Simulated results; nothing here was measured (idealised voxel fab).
Title: Process Module voxel spacer lines
The cross-section on display is named cut; it measures 270 nm wide, and its cells are 5 nm squares.
How to read a cross-section here: the picture is a grid of square cells, written as bands going from the top down, and any band can span one or more rows of cells.
Read a band's entry like this: the first values are the height of its top and the height of its bottom in nm, and what follows is the sequence of materials from left to right, each with its width in nm. Note that "air" is empty space, and that a single material marked "all across" reaches across the band from edge to edge.
Heads up on the height convention: 0 is the point under which the incoming wafer is all one material, and the lowest band has no bottom, it just keeps going down, like "0 nm and below".
Graded width ("30 to 40"): value in top row of band = first number; value in bottom row = second number; row-to-row change constant.
"everything unchanged", as given for a step, is the statement that not any cell of the cross-section underwent a change during that step.
Entry "closed voids" = empty spaces >= 8 cells with no open way to the top; each as width x height at distance, distance from left edge, all nm.
Formally, on a step line, whatever follows the settings is a remark that the simulator itself makes on the step.
overlay nm: mask right of planned place by this much (step with mask). Neg. = left.

-- The following list gives the planned process steps
1. RECEIVE (material Si)
2. CONFORMAL_DEP (material Al2O3; thk nm 5)
3. DIRECTIONAL_DEP (material SiN; thk nm 15)
4. DIRECTIONAL_DEP (material aC; thk nm 20)
5. PATTERN (tone cover; mask id MANDREL; material resist; width nm 25; pitch nm 70; thk nm 25; overlay nm -15)
6. DIRECTIONAL_ETCH (etch materials aC; depth nm 20)
7. STRIP (etch materials resist)
8. CONFORMAL_DEP (material SiO2; thk nm 10)
9. DIRECTIONAL_ETCH (etch materials SiO2; depth nm 10)
10. STRIP (etch materials aC)
11. DIRECTIONAL_ETCH (etch materials SiN; depth nm 15)
12. STRIP (etch materials SiO2)
13. FILL_DEP (material SiO2; thk nm 10)
14. CMP (height nm 20)
Variable across wafers: step 5 overlay nm (plan value is that of the first wafer; starting state common to all).

-- first wafer as received, after step 1
	0 nm and below | Si all across
	closed voids: none

-- Where each wafer stands at the end of the module, a row apiece: cells of each material gained (+) or lost (-) since it was received, then closed voids
overlay nm -15, +54 Al2O3, +36 SiN, +126 SiO2, closed voids: none
overlay nm -10, +54 Al2O3, +36 SiN, +126 SiO2, closed voids: none
overlay nm -5, +54 Al2O3, +36 SiN, +126 SiO2, closed voids: none
overlay nm 0, +54 Al2O3, +36 SiN, +126 SiO2, closed voids: none
overlay nm 5, +54 Al2O3, +36 SiN, +126 SiO2, closed voids: none
overlay nm 10, +54 Al2O3, +36 SiN, +126 SiO2, closed voids: none
overlay nm 15, +54 Al2O3, +36 SiN, +126 SiO2, closed voids: none
